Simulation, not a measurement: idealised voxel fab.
Module name: voxel transistor to metal (process module)
Cross-section cut spans 265 nm and uses square cells 5 nm in size.
If you're reading a cross-section in this doc, picture square cells in a grid; it comes to you as bands, top ones listed first down to the bottom, and a band can be one or more rows of cells. Band: top and bottom heights (nm) first, top before bottom; then materials from left to right, widths in nm. "all across" marks a sole material filling the band edge to edge. "blank" denotes empty space. Basically, 0 is our baseline, since under it the wafer straight out of the box is all one material. The bottom band has no lower end and keeps on going down, so it looks like "top 0, no bottom". The notation "30->40" denotes a width that varies across the rows of cells in the band, beginning at the first number in the top row, finishing at the second number in the bottom row, and changing by an identical amount from each row to the next. Any step labelled "left unchanged" changed none of the cells in the cross-section. The label "Trapped voids" introduces a list of the empty spaces, 8 cells or larger, that have no open way up to the top; each entry in it reads width x height at distance, where the distance is taken from the left edge and all three are stated in nm. Text after the settings on a step's line: the simulator's own remark on that step. "overlay nm", when on a step's line for a step with a mask, measures how far to the right of its planned place the mask lay; a negative measure means to the left.

### Intended process steps
1: RECEIVE: material Si
2: OXIDIZE: depth nm 5
3: CONFORMAL_DEP: material SiN, thk nm 10
4: DIRECTIONAL_DEP: material aC, thk nm 15
5: PATTERN: tone cover, mask id ACTIVE, material resist, width nm 95, pitch nm 120, thk nm 30, overlay nm 0
6: DIRECTIONAL_ETCH: etch materials aC, depth nm 15
7: STRIP: etch materials resist
8: DIRECTIONAL_ETCH: etch materials SiN, depth nm 10
9: DIRECTIONAL_ETCH: etch materials SiO2, depth nm 5
10: DIRECTIONAL_ETCH: etch materials Si, depth nm 25
11: STRIP: etch materials aC
12: FILL_DEP: material SiO2, thk nm 10
13: CMP: height nm 10
14: SELECTIVE_ETCH: etch materials SiO2, depth nm 10
15: STRIP: etch materials SiN
16: SELECTIVE_ETCH: etch materials SiO2, depth nm 5
17: OXIDIZE: depth nm 5
18: DIRECTIONAL_DEP: material polySi, thk nm 30
19: DIRECTIONAL_DEP: material SiCN, thk nm 15
20: PATTERN: tone cover, mask id GATE, material resist, width nm 25, pitch nm 120, thk nm 20, overlay nm 0
21: DIRECTIONAL_ETCH: etch materials SiCN, depth nm 25
22: DIRECTIONAL_ETCH: etch materials polySi, depth nm 40
23: STRIP: etch materials resist
24: CONFORMAL_DEP: material SiN, thk nm 10
25: DIRECTIONAL_ETCH: etch materials SiN, depth nm 10
26: DIRECTIONAL_ETCH: etch materials SiO2, depth nm 5
27: DIRECTIONAL_ETCH: etch materials Si, depth nm 10
28: EPI: material pSi, thk nm 15
29: FILL_DEP: material SiO2, thk nm 10
30: CMP: height nm 40
31: DIRECTIONAL_DEP: material SiO2, thk nm 15
32: PATTERN: tone open, mask id CONTACT, material resist, width nm 25, pitch nm 60, thk nm 15, overlay nm 0
33: DIRECTIONAL_ETCH: etch materials SiO2, depth nm 60
34: STRIP: etch materials resist
35: CONFORMAL_DEP: material TiN, thk nm 5
36: FILL_DEP: material W, thk nm 5
37: CMP: height nm 55
38: CONFORMAL_DEP: material SiN, thk nm 5
39: DIRECTIONAL_DEP: material lowk, thk nm 10
40: PATTERN: tone open, mask id METAL_1, material resist, width nm 15, thk nm 20, overlay nm 0
41: DIRECTIONAL_ETCH: etch materials lowk, depth nm 20
42: DIRECTIONAL_ETCH: etch materials SiN, depth nm 5
43: STRIP: etch materials resist
44: CONFORMAL_DEP: material TiN, thk nm 5
45: FILL_DEP: material W, thk nm 10
46: CMP: height nm 80
47: CONFORMAL_DEP: material SiCN, thk nm 5
48: DIRECTIONAL_DEP: material SiO2, thk nm 30
49: MASKED_ETCH: tone open, mask id METAL_2, width nm 15, pitch nm 120, etch materials SiO2, depth nm 20, overlay nm 0
50: DIRECTIONAL_DEP: material aC, thk nm 10
51: PATTERN: tone open, mask id METAL_2_HOLES, material resist, width nm 15, pitch nm 120, thk nm 30, overlay nm 0
52: DIRECTIONAL_ETCH: etch materials aC, depth nm 10
53: STRIP: etch materials resist
54: DIRECTIONAL_ETCH: etch materials SiO2, depth nm 10
55: DIRECTIONAL_ETCH: etch materials SiCN, depth nm 5
56: STRIP: etch materials aC
57: CONFORMAL_DEP: material TiN, thk nm 5
58: FILL_DEP: material Cu, thk nm 10
59: CMP: height nm 115
60: CONFORMAL_DEP: material SiN, thk nm 5
Heads up: all these wafers start the same, and what changes between them is the thk nm in step 39. The value you see in the plan is just what the first wafer got.

### Sectional view: first of several wafers, as received, after step 1
> top 0, no bottom  Si all across
> Trapped voids: none

### Tabulated below, wafer by wafer, are the end-of-module results: for each material, the number of cells gained (+) or lost (-) relative to the as-received state, followed by the closed voids
thk nm 10 | +12 Cu | -206 Si | +77 SiCN | +166 SiN | +641 SiO2 | +207 TiN | +145 W | +82 lowk | +88 pSi | +60 polySi | Trapped voids: none
thk nm 15 | +12 Cu | -206 Si | +77 SiCN | +166 SiN | +641 SiO2 | +215 TiN | +96 W | +123 lowk | +88 pSi | +60 polySi | Trapped voids: none
thk nm 20 | +12 Cu | -206 Si | +77 SiCN | +166 SiN | +641 SiO2 | +174 TiN | +96 W | +164 lowk | +88 pSi | +60 polySi | Trapped voids: none
thk nm 25 | +12 Cu | -206 Si | +77 SiCN | +178 SiN | +641 SiO2 | +158 TiN | +88 W | +176 lowk | +88 pSi | +60 polySi | Trapped voids: none
thk nm 30 | +12 Cu | -206 Si | +77 SiCN | +178 SiN | +641 SiO2 | +150 TiN | +84 W | +188 lowk | +88 pSi | +60 polySi | Trapped voids: none
thk nm 35 | +12 Cu | -206 Si | +77 SiCN | +178 SiN | +641 SiO2 | +142 TiN | +80 W | +200 lowk | +88 pSi | +60 polySi | Trapped voids: none
